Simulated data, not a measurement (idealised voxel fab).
process module | voxel wiring stack
cross-section cut | 260 nm wide | cells 5 nm
A cross-section is a grid of square cells, given in bands from the top down. A band is one or more rows of cells.
Each band's line starts with the height of the band's top and of its bottom, in nm. Then come its materials from left to right, each with its width in nm. One material with "throughout" fills the band from edge to edge. "air" is empty space.
Height 0 is the level under which the wafer as received is all one material. The lowest band goes on downwards, as in "0 down".
A width such as "30 to 40" changes by the same amount from each row of cells to the next, from the band's top row to its bottom row.
"no change" after a step means that no cell of the cross-section changed.
closed voids: empty space of 8 cells or more with no open way to the top, each as width x height at its distance from the left edge, in nm
after a step's settings: what the simulator itself notes on the step
overlay nm, on a step with a mask: how far to the right of its planned place the mask lay; to the left if negative
plan
1 op RECEIVE | material Si
2 op CONFORMAL_DEP | material SiO2 | thk nm 15
3 op CONFORMAL_DEP | material SiCN | thk nm 5
4 op DIRECTIONAL_DEP | material lowk | thk nm 15
5 op DIRECTIONAL_DEP | material aC | thk nm 10
6 op PATTERN | tone open | mask id METAL_1 | material resist | width nm 20 | pitch nm 40 | thk nm 25 | overlay nm 0
7 op DIRECTIONAL_ETCH | etch materials aC | depth nm 10
8 op STRIP | etch materials resist
9 op DIRECTIONAL_ETCH | etch materials lowk | depth nm 15
10 op DIRECTIONAL_ETCH | etch materials SiCN | depth nm 5
11 op STRIP | etch materials aC
12 op CONFORMAL_DEP | material TiN | thk nm 5
13 op FILL_DEP | material Cu | thk nm 5
14 op CMP | height nm 35
15 op EPI | material Ru | thk nm 5
16 op FILL_DEP | material SiCN | thk nm 5
17 op DIRECTIONAL_DEP | material SiO2 | thk nm 15
18 op DIRECTIONAL_DEP | material aC | thk nm 15
19 op PATTERN | tone open | mask id PLUG_1 | material resist | width nm 15 | pitch nm 40 | thk nm 30 | overlay nm 0
20 op DIRECTIONAL_ETCH | etch materials aC | depth nm 15
21 op STRIP | etch materials resist
22 op DIRECTIONAL_ETCH | etch materials SiO2 | depth nm 15
23 op DIRECTIONAL_ETCH | etch materials SiCN | depth nm 5
24 op STRIP | etch materials aC
25 op EPI | material Ru | thk nm 10
26 op EPI | material Ru | thk nm 10
27 op CONFORMAL_DEP | material SiCN | thk nm 5
28 op DIRECTIONAL_DEP | material lowk | thk nm 20
29 op PATTERN | tone open | mask id METAL_2 | material resist | width nm 20 | pitch nm 40 | thk nm 15 | overlay nm 0
30 op DIRECTIONAL_ETCH | etch materials lowk | depth nm 20
31 op DIRECTIONAL_ETCH | etch materials SiCN | depth nm 5
32 op STRIP | etch materials resist
33 op CONFORMAL_DEP | material TiN | thk nm 5
34 op FILL_DEP | material W | thk nm 5
35 op CMP | height nm 85
36 op CONFORMAL_DEP | material SiCN | thk nm 5
37 op DIRECTIONAL_DEP | material lowk | thk nm 30
38 op MASKED_ETCH | tone open | mask id METAL_3 | width nm 20 | pitch nm 40 | etch materials lowk | depth nm 15 | overlay nm 0
39 op MASKED_ETCH | tone open | mask id METAL_3_HOLES | width nm 15 | pitch nm 40 | etch materials lowk | depth nm 15 | overlay nm 0
40 op MASKED_ETCH | tone open | mask id METAL_3_HOLES | width nm 15 | pitch nm 40 | etch materials SiCN | depth nm 5 | overlay nm 0
41 op CONFORMAL_DEP | material TiN | thk nm 5
42 op FILL_DEP | material Cu | thk nm 5
43 op CMP | height nm 120
44 op CONFORMAL_DEP | material SiCN | thk nm 5
45 op DIRECTIONAL_DEP | material SiO2 | thk nm 20
46 op MASKED_ETCH | tone open | mask id PLUG_3 | width nm 15 | pitch nm 40 | etch materials SiO2 | depth nm 20 | overlay nm 0
47 op MASKED_ETCH | tone open | mask id PLUG_3 | width nm 15 | pitch nm 40 | etch materials SiCN | depth nm 5 | overlay nm 0
48 op EPI | material Ru | thk nm 10
49 op EPI | material Ru | thk nm 10
50 op EPI | material Ru | thk nm 5
51 op DIRECTIONAL_DEP | material TiN | thk nm 5
52 op DIRECTIONAL_DEP | material W | thk nm 25
53 op MASKED_ETCH | tone cover | mask id METAL_4 | width nm 20 | pitch nm 40 | etch materials W | depth nm 25 | overlay nm 0
54 op MASKED_ETCH | tone cover | mask id METAL_4 | width nm 20 | pitch nm 40 | etch materials TiN | depth nm 5 | overlay nm 0
55 op CONFORMAL_DEP | material SiCN | thk nm 5
56 op FILL_DEP | material SiO2 | thk nm 5
57 op CMP | height nm 175
58 op CONFORMAL_DEP | material SiCN | thk nm 5
as received, after step 1
  0 down: Si throughout
  closed voids: none
a wafer at the end: this start, this plan, one mistake
  180 to 175: SiCN throughout
  175 to 150: SiO2 75 | SiCN 5 | W 20 | SiCN 5 | SiO2 10 | SiCN 5 | W 20 | SiCN 5 | SiO2 10 | SiCN 5 | W 20 | SiCN 5 | SiO2 75
  150 to 145: SiCN 80 | TiN 20 | SiCN 20 | TiN 20 | SiCN 20 | TiN 20 | SiCN 80
  145 to 125: SiO2 80 | Ru 15 | SiO2 25 | Ru 15 | SiO2 25 | Ru 15 | SiO2 85
  125 to 120: SiCN 80 | Ru 15 | SiCN 25 | Ru 15 | SiCN 25 | Ru 15 | SiCN 85
  120 to 110: lowk 80 | TiN 5 | Cu 10 | TiN 5 | lowk 20 | TiN 5 | Cu 10 | TiN 5 | lowk 20 | TiN 5 | Cu 10 | TiN 5 | lowk 80
  110 to 105: lowk 80 | TiN 5 | Cu 5 | TiN 10 | lowk 20 | TiN 5 | Cu 5 | TiN 10 | lowk 20 | TiN 5 | Cu 5 | TiN 10 | lowk 80
  105 to 90: lowk 80 | TiN 5 | Cu 5 | TiN 5 | lowk 25 | TiN 5 | Cu 5 | TiN 5 | lowk 25 | TiN 5 | Cu 5 | TiN 5 | lowk 85
  90 to 85: SiCN 80 | TiN 15 | SiCN 25 | TiN 15 | SiCN 25 | TiN 15 | SiCN 85
  85 to 65: lowk 80 | TiN 5 | W 10 | TiN 5 | lowk 20 | TiN 5 | W 10 | TiN 5 | lowk 20 | TiN 5 | W 10 | TiN 5 | lowk 80
  65 to 60: SiCN 80 | TiN 20 | SiCN 20 | TiN 20 | SiCN 20 | TiN 20 | SiCN 80
  60 to 45: SiO2 80 | Ru 15 | SiO2 25 | Ru 15 | SiO2 25 | Ru 15 | SiO2 85
  45 to 35: SiCN 80 to 75 | Ru 15 to 30 | SiCN 25 to 10 | Ru 15 to 30 | SiCN 25 to 10 | Ru 15 to 30 | SiCN 85 to 75
  35 to 20: lowk 80 | TiN 5 | aC 10 | TiN 5 | lowk 20 | TiN 5 | aC 10 | TiN 5 | lowk 20 | TiN 5 | aC 10 | TiN 5 | lowk 80
  20 to 15: SiCN 80 | TiN 20 | SiCN 20 | TiN 20 | SiCN 20 | TiN 20 | SiCN 80
  15 to 0: SiO2 throughout
  0 down: Si throughout
  closed voids: none
what went wrong: step 13 ran as: op FILL_DEP | material aC | thk nm 5
